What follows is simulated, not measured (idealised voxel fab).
Title: Process Module voxel local oxidation
Cross-section cut: width 290 nm, square cells of 5 nm.
Cross-section layout: square cells on a grid; listed as bands, top to bottom; a band spans one or more cell rows.
Band: top and bottom heights (nm) first, top before bottom; then materials from left to right, widths in nm. "all across" marks a sole material filling the band edge to edge. "air" denotes empty space.
The level at which height equals 0 is the one under which the wafer, as it arrives, is entirely one material. No lower edge exists for the bottom band, which continues downward and is notated as in "z 0 and below".
With a width like "30..40", each row of cells in the band differs from the next by the same amount, the top row carrying the first number and the bottom row the second.
It should be understood that the words "nothing altered", when stated for a given step, signify that the cross-section underwent no change in any of its cells during that step.
Closed empty spaces (no open way to the top) of 8 cells or more are what "Closed void entries" lists, each as width x height at distance from the left edge, nm for all three.
Formally, on a step line, whatever follows the settings is a remark that the simulator itself makes on the step.
"overlay nm" denotes, for a step that has a mask, the displacement of the mask to the right of its planned place, with negative values corresponding to the left.

The following list gives the planned process steps
1) RECEIVE | material Si
2) CONFORMAL_DEP | material SiO2 | thk nm 5
3) CONFORMAL_DEP | material SiN | thk nm 10
4) MASKED_ETCH | tone cover | mask id ACTIVE | width nm 90 | pitch nm 140 | etch materials SiN | depth nm 10 | overlay nm 0
5) SELECTIVE_ETCH | etch materials SiO2 | depth nm 5
6) OXIDIZE | depth nm 15
7) STRIP | etch materials SiN
It is noted that the wafers described herein are identical at the outset and are distinguished by the width nm of step 4; the value stated in the plan corresponds to the first wafer.

Cross-section, first of several wafers, as delivered after step 1
    z 0 and below | Si all across
    Closed void entries: none

At the end of the module, after its last step, step 7, the first of several wafers appears in cross-section as follows
    z 5 to 0 | air=35, then SiO2=80, then air=60, then SiO2=80, then air=35
    z 0 to -15 | SiO2=50, then Si=50, then SiO2=90, then Si=50, then SiO2=50
    z -15 and below | Si all across
    Closed void entries: none

End of module, last wafer sectioned
    z 5 to 0 | air=25, then SiO2=105, then air=35, then SiO2=105, then air=20
    z 0 to -15 | SiO2=40, then Si=75, then SiO2=65, then Si=75, then SiO2=35
    z -15 and below | Si all across
    Closed void entries: none

Take any row and you have a wafer at the end of the module: how many cells of each material it has gained (+) or lost (-) since it was received, and then its closed voids
width nm 90; -114 Si; +146 SiO2; Closed void entries: none
width nm 95; -108 Si; +142 SiO2; Closed void entries: none
width nm 100; -102 Si; +138 SiO2; Closed void entries: none
width nm 105; -96 Si; +134 SiO2; Closed void entries: none
width nm 110; -90 Si; +130 SiO2; Closed void entries: none
width nm 115; -84 Si; +126 SiO2; Closed void entries: none
